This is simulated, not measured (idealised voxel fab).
Process module, titled voxel fin reveal
Section cut is 205 nm wide and gridded with 5 nm square cells.
Cross-sections here: square-cell grids, written as top-down lists of bands, a band being one or more rows of cells.
Basically the band line says how high the top is and how high the bottom is, in nm, and then what's in it from left to right, every material with its width in nm. Empty space shows up as "blank", and if a single material carries "throughout" it runs the full band edge to edge.
Zero point of the height axis is 0; under it, received wafer = one material. Lowest band: continues down indefinitely, "0 and below".
Quick explanation for "30->40": the width changes in equal steps down the rows of cells, from the first number in the band's top row to the second number in its bottom row.
"nothing got changed" means the step left every cell of the cross-section as it was.
The entry "Unvented voids" lists the empty spaces that cover at least 8 cells and have no open path to the top. Each is written as width x height at distance, where the distance is measured from the left edge and all three values are in nm.
Whatever follows a step's settings on its line is a remark the simulator itself makes about that step.
overlay nm: where the mask lay relative to plan, measured to the right, on steps with a mask; negatives go left.

**Here's what the planned process steps look like**
1) RECEIVE | material Si
2) CONFORMAL_DEP | material SiN | thk nm 5
3) DIRECTIONAL_DEP | material aC | thk nm 10
4) PATTERN | tone cover | mask id FINS | material resist | width nm 15 | pitch nm 45 | thk nm 30 | overlay nm -15
5) DIRECTIONAL_ETCH | etch materials aC | depth nm 10
6) STRIP | etch materials resist
7) DIRECTIONAL_ETCH | etch materials SiN | depth nm 5
8) DIRECTIONAL_ETCH | etch materials Si | depth nm 35
9) STRIP | etch materials aC
10) FILL_DEP | material SiO2 | thk nm 15
11) CMP | height nm 5
12) SELECTIVE_ETCH | etch materials SiO2 | depth nm 15
13) STRIP | etch materials SiN
14) CONFORMAL_DEP | material HfO2 | thk nm 5
The wafers are alike at the start. At step 4, their overlay nm differs. The plan lists the first wafer's value.

**After step 1, as received: first of several wafers, cross-section**
	0 and below  Si throughout
	Unvented voids: none

**Basically each wafer gets a line in the table, showing it at the end of the module: material by material, the cells it gained (+) or lost (-) since we got it, then its closed voids**
overlay nm -15, +53 HfO2, -224 Si, +160 SiO2, Unvented voids: none
overlay nm -10, +53 HfO2, -224 Si, +160 SiO2, Unvented voids: none
overlay nm -5, +53 HfO2, -224 Si, +160 SiO2, Unvented voids: none
overlay nm 0, +53 HfO2, -224 Si, +160 SiO2, Unvented voids: none
overlay nm 5, +53 HfO2, -224 Si, +160 SiO2, Unvented voids: none
overlay nm 10, +53 HfO2, -224 Si, +160 SiO2, Unvented voids: none
overlay nm 15, +53 HfO2, -224 Si, +160 SiO2, Unvented voids: none
